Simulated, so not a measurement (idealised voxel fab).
The following is a process module called voxel wiring stack.
Pictured: cross-section cut, 155 nm wide, on a grid of 5 nm square cells.
We lay out every cross-section as a grid of square cells and spell it out in bands from the top down, where one band means one or more rows of cells.
Top height, bottom height, nm. Materials left to right, width each, nm. Single material + "everywhere" = fills band edge to edge. "empty" = empty.
Ref level 0: as-received wafer is one material below here. Bottom band extends down with no lower bound ("top 0, no bottom").
Width: "30 to 40" (first number = top row, second number = bottom row, same change from row to row of cells).
Take "no alteration" at face value: in the step it is given for, the cross-section changed in none of its cells.
"Closed internal voids" lists enclosed empty spaces (at least 8 cells, no open path upward to the top), each as width x height at distance from the left edge, in nm.
Formally, on a step line, whatever follows the settings is a remark that the simulator itself makes on the step.
The optional step-line setting "overlay nm" applies to steps with a mask and quantifies how far to the right of its planned location the mask lay, a negative value indicating leftward placement.
The following list gives the planned process steps:
1. RECEIVE with material Si
2. CONFORMAL_DEP with material SiO2, thk nm 15
3. CONFORMAL_DEP with material SiCN, thk nm 5
4. DIRECTIONAL_DEP with material lowk, thk nm 20
5. PATTERN with tone open, mask id METAL_1, material resist, width nm 20, pitch nm 40, thk nm 20, overlay nm 0
6. DIRECTIONAL_ETCH with etch materials lowk, depth nm 20
7. DIRECTIONAL_ETCH with etch materials SiCN, depth nm 5
8. STRIP with etch materials resist
9. CONFORMAL_DEP with material TiN, thk nm 5
10. FILL_DEP with material W, thk nm 10
11. CMP with height nm 40
12. CONFORMAL_DEP with material SiCN, thk nm 5
13. DIRECTIONAL_DEP with material lowk, thk nm 15
14. MASKED_ETCH with tone open, mask id PLUG_1, width nm 15, pitch nm 40, etch materials lowk, depth nm 15, overlay nm 0
15. MASKED_ETCH with tone open, mask id PLUG_1, width nm 15, pitch nm 40, etch materials SiCN, depth nm 5, overlay nm 0
16. EPI with material Ru, thk nm 10
17. EPI with material Ru, thk nm 10
18. CONFORMAL_DEP with material SiCN, thk nm 5
19. DIRECTIONAL_DEP with material SiO2, thk nm 15
20. DIRECTIONAL_DEP with material aC, thk nm 10
21. PATTERN with tone open, mask id METAL_2, material resist, width nm 20, pitch nm 40, thk nm 25, overlay nm 0
22. DIRECTIONAL_ETCH with etch materials aC, depth nm 10
23. STRIP with etch materials resist
24. DIRECTIONAL_ETCH with etch materials SiO2, depth nm 25
25. DIRECTIONAL_ETCH with etch materials SiCN, depth nm 5
26. STRIP with etch materials aC
27. CONFORMAL_DEP with material TiN, thk nm 5
28. FILL_DEP with material W, thk nm 10
29. CMP with height nm 90
30. CONFORMAL_DEP with material SiCN, thk nm 5
31. DIRECTIONAL_DEP with material SiO2, thk nm 15
32. MASKED_ETCH with tone open, mask id PLUG_2, width nm 15, pitch nm 40, etch materials SiO2, depth nm 15, overlay nm 0
33. MASKED_ETCH with tone open, mask id PLUG_2, width nm 15, pitch nm 40, etch materials SiCN, depth nm 5, overlay nm 0
34. EPI with material Ru, thk nm 10
35. EPI with material Ru, thk nm 10
36. CONFORMAL_DEP with material SiCN, thk nm 5
37. DIRECTIONAL_DEP with material lowk, thk nm 15
38. DIRECTIONAL_DEP with material aC, thk nm 10
39. PATTERN with tone open, mask id METAL_3, material resist, width nm 20, pitch nm 40, thk nm 30, overlay nm 0
40. DIRECTIONAL_ETCH with etch materials aC, depth nm 10
41. STRIP with etch materials resist
42. DIRECTIONAL_ETCH with etch materials lowk, depth nm 15
43. DIRECTIONAL_ETCH with etch materials SiCN, depth nm 5
44. STRIP with etch materials aC
45. CONFORMAL_DEP with material TiN, thk nm 5
46. FILL_DEP with material Cu, thk nm 5
47. CMP with height nm 130
48. EPI with material Ru, thk nm 5
49. FILL_DEP with material SiCN, thk nm 5
The value of thk nm given for step 19 in the plan refers to the first wafer; the wafers vary in this setting and are alike at the start.
As-received cross-section, first of several wafers, post step 1:
* top 0, no bottom  Si everywhere
* Closed internal voids: none
Table: wafers, a row each; end-of-module cell change per material since receipt, gain (+), loss (-); then closed voids:
thk nm 15 | +18 Cu | +90 Ru | +145 SiCN | +216 SiO2 | +121 TiN | +79 W | +199 lowk | Closed internal voids: none
thk nm 20 | +18 Cu | +90 Ru | +145 SiCN | +235 SiO2 | +127 TiN | +54 W | +199 lowk | Closed internal voids: none
thk nm 25 | +18 Cu | +90 Ru | +145 SiCN | +254 SiO2 | +108 TiN | +54 W | +199 lowk | Closed internal voids: none
thk nm 30 | +18 Cu | +90 Ru | +157 SiCN | +266 SiO2 | +96 TiN | +42 W | +199 lowk | Closed internal voids: none
thk nm 35 | +18 Cu | +90 Ru | +157 SiCN | +278 SiO2 | +90 TiN | +36 W | +199 lowk | Closed internal voids: none
thk nm 40 | +18 Cu | +90 Ru | +157 SiCN | +290 SiO2 | +84 TiN | +30 W | +199 lowk | Closed internal voids: none
